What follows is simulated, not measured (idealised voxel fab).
The following is a process module called voxel wiring stack.
The cross-section on display is named cut; it measures 200 nm wide, and its cells are 5 nm squares.
The cross-sections in this document take the form of a grid made of square cells. They are written out as bands, in order from top to bottom. Each band consists of one or more rows of cells. Heads up on the band format: heights come first, top then bottom, in nm. After that it's the materials left to right, each with its width in nm. A single material flagged "full width" fills the whole band edge to edge, and "blank" means there's empty space there. Below 0: as-received wafer, all one material; heights counted from there. Lowest band: no bottom, goes on down, written "from 0 down". Width "30->40": first value at the band's top row of cells, second value at its bottom row, equal change from row to row. When a step is marked "all unchanged", none of the cells in the cross-section changed during that step. Each empty space that has no open way to the top and spans at least 8 cells appears under "Sealed internal voids" as width x height at distance, the distance counted from the left edge, all in nm. Whatever follows a step's settings on its line is a remark the simulator itself makes about that step. "overlay nm", when on a step's line for a step with a mask, measures how far to the right of its planned place the mask lay; a negative measure means to the left.

Steps in the process plan
1: RECEIVE | material Si
2: CONFORMAL_DEP | material SiO2 | thk nm 10
3: CONFORMAL_DEP | material SiN | thk nm 5
4: DIRECTIONAL_DEP | material SiO2 | thk nm 25
5: MASKED_ETCH | tone open | mask id METAL_1 | width nm 25 | pitch nm 55 | etch materials SiO2 | depth nm 25 | overlay nm -15
6: MASKED_ETCH | tone open | mask id METAL_1 | width nm 25 | pitch nm 55 | etch materials SiN | depth nm 5 | overlay nm 0
7: CONFORMAL_DEP | material TiN | thk nm 5
8: FILL_DEP | material W | thk nm 5
9: CMP | height nm 40
10: EPI | material Ru | thk nm 5
11: FILL_DEP | material SiCN | thk nm 5
12: DIRECTIONAL_DEP | material lowk | thk nm 25
13: PATTERN | tone open | mask id METAL_2 | material resist | width nm 25 | pitch nm 55 | thk nm 15 | overlay nm 0
14: DIRECTIONAL_ETCH | etch materials lowk | depth nm 15
15: STRIP | etch materials resist
16: MASKED_ETCH | tone open | mask id METAL_2_HOLES | width nm 15 | pitch nm 55 | etch materials lowk | depth nm 10 | overlay nm 0
17: MASKED_ETCH | tone open | mask id METAL_2_HOLES | width nm 15 | pitch nm 55 | etch materials SiCN | depth nm 5 | overlay nm 0
18: CONFORMAL_DEP | material TiN | thk nm 5
19: FILL_DEP | material Cu | thk nm 5
20: CMP | height nm 75
21: CONFORMAL_DEP | material SiN | thk nm 5
The plan shows the overlay nm of step 5 as the first wafer had it; this setting differs between the wafers, which start out alike.

So this is the first of several wafers, cross-sectioned as it came to us, meaning it's at the end of step 1
* from 0 down = Si full width
* Sealed internal voids: none

After the module's final step, step 21: the first of several wafers in cross-section
* from 80 to 75 = SiN full width
* from 75 to 65 = lowk 60 nm, then TiN 5 nm, then Cu 15 nm, then TiN 5 nm, then lowk 30 nm, then TiN 5 nm, then Cu 15 nm, then TiN 5 nm, then lowk 60 nm
* from 65 to 60 = lowk 60 nm, then TiN 5 nm, then Cu 5 nm, then TiN 15 nm, then lowk 30 nm, then TiN 5 nm, then Cu 5 nm, then TiN 15 nm, then lowk 60 nm
* from 60 to 50 = lowk 60 nm, then TiN 5 nm, then Cu 5 nm, then TiN 5 nm, then lowk 40 nm, then TiN 5 nm, then Cu 5 nm, then TiN 5 nm, then lowk 70 nm
* from 50 to 45 = SiCN 60 nm, then TiN 15 nm, then SiCN 40 nm, then TiN 15 nm, then SiCN 70 nm
* from 45 to 40 = SiCN 40 nm, then Ru 35 nm, then SiCN 20 nm, then Ru 35 nm, then SiCN 70 nm
* from 40 to 20 = SiO2 45 nm, then TiN 5 nm, then W 15 nm, then TiN 5 nm, then SiO2 30 nm, then TiN 5 nm, then W 15 nm, then TiN 5 nm, then SiO2 75 nm
* from 20 to 15 = SiO2 45 nm, then TiN 25 nm, then SiO2 30 nm, then TiN 25 nm, then SiO2 75 nm
* from 15 to 10 = SiN 60 nm, then TiN 10 nm, then SiN 45 nm, then TiN 10 nm, then SiN 75 nm
* from 10 to 0 = SiO2 full width
* from 0 down = Si full width
* Sealed internal voids: none

So this is the cross-section on the last wafer at the end of the module
* from 80 to 75 = SiN full width
* from 75 to 65 = lowk 60 nm, then TiN 5 nm, then Cu 15 nm, then TiN 5 nm, then lowk 30 nm, then TiN 5 nm, then Cu 15 nm, then TiN 5 nm, then lowk 60 nm
* from 65 to 60 = lowk 60 nm, then TiN 5 nm, then Cu 5 nm, then TiN 15 nm, then lowk 30 nm, then TiN 5 nm, then Cu 5 nm, then TiN 15 nm, then lowk 60 nm
* from 60 to 50 = lowk 60 nm, then TiN 5 nm, then Cu 5 nm, then TiN 5 nm, then lowk 40 nm, then TiN 5 nm, then Cu 5 nm, then TiN 5 nm, then lowk 70 nm
* from 50 to 45 = SiCN 60 nm, then TiN 15 nm, then SiCN 40 nm, then TiN 15 nm, then SiCN 70 nm
* from 45 to 40 = SiCN 70 nm, then Ru 35 nm, then SiCN 20 nm, then Ru 35 nm, then SiCN 40 nm
* from 40 to 20 = SiO2 75 nm, then TiN 5 nm, then W 15 nm, then TiN 5 nm, then SiO2 30 nm, then TiN 5 nm, then W 15 nm, then TiN 5 nm, then SiO2 45 nm
* from 20 to 15 = SiO2 75 nm, then TiN 25 nm, then SiO2 30 nm, then TiN 25 nm, then SiO2 45 nm
* from 15 to 10 = SiN 75 nm, then TiN 10 nm, then SiN 45 nm, then TiN 10 nm, then SiN 60 nm
* from 10 to 0 = SiO2 full width
* from 0 down = Si full width
* Sealed internal voids: none

Basically each wafer gets a line in the table, showing it at the end of the module: material by material, the cells it gained (+) or lost (-) since we got it, then its closed voids
overlay nm -15, +18 Cu, +14 Ru, +60 SiCN, +76 SiN, +230 SiO2, +60 TiN, +24 W, +158 lowk, Sealed internal voids: none
overlay nm -10, +18 Cu, +14 Ru, +60 SiCN, +74 SiN, +230 SiO2, +60 TiN, +26 W, +158 lowk, Sealed internal voids: none
overlay nm -5, +18 Cu, +14 Ru, +60 SiCN, +72 SiN, +230 SiO2, +60 TiN, +28 W, +158 lowk, Sealed internal voids: none
overlay nm 0, +18 Cu, +14 Ru, +60 SiCN, +70 SiN, +230 SiO2, +60 TiN, +30 W, +158 lowk, Sealed internal voids: none
overlay nm 5, +18 Cu, +14 Ru, +60 SiCN, +72 SiN, +230 SiO2, +60 TiN, +28 W, +158 lowk, Sealed internal voids: none
overlay nm 10, +18 Cu, +14 Ru, +60 SiCN, +74 SiN, +230 SiO2, +60 TiN, +26 W, +158 lowk, Sealed internal voids: none
overlay nm 15, +18 Cu, +14 Ru, +60 SiCN, +76 SiN, +230 SiO2, +60 TiN, +24 W, +158 lowk, Sealed internal voids: none
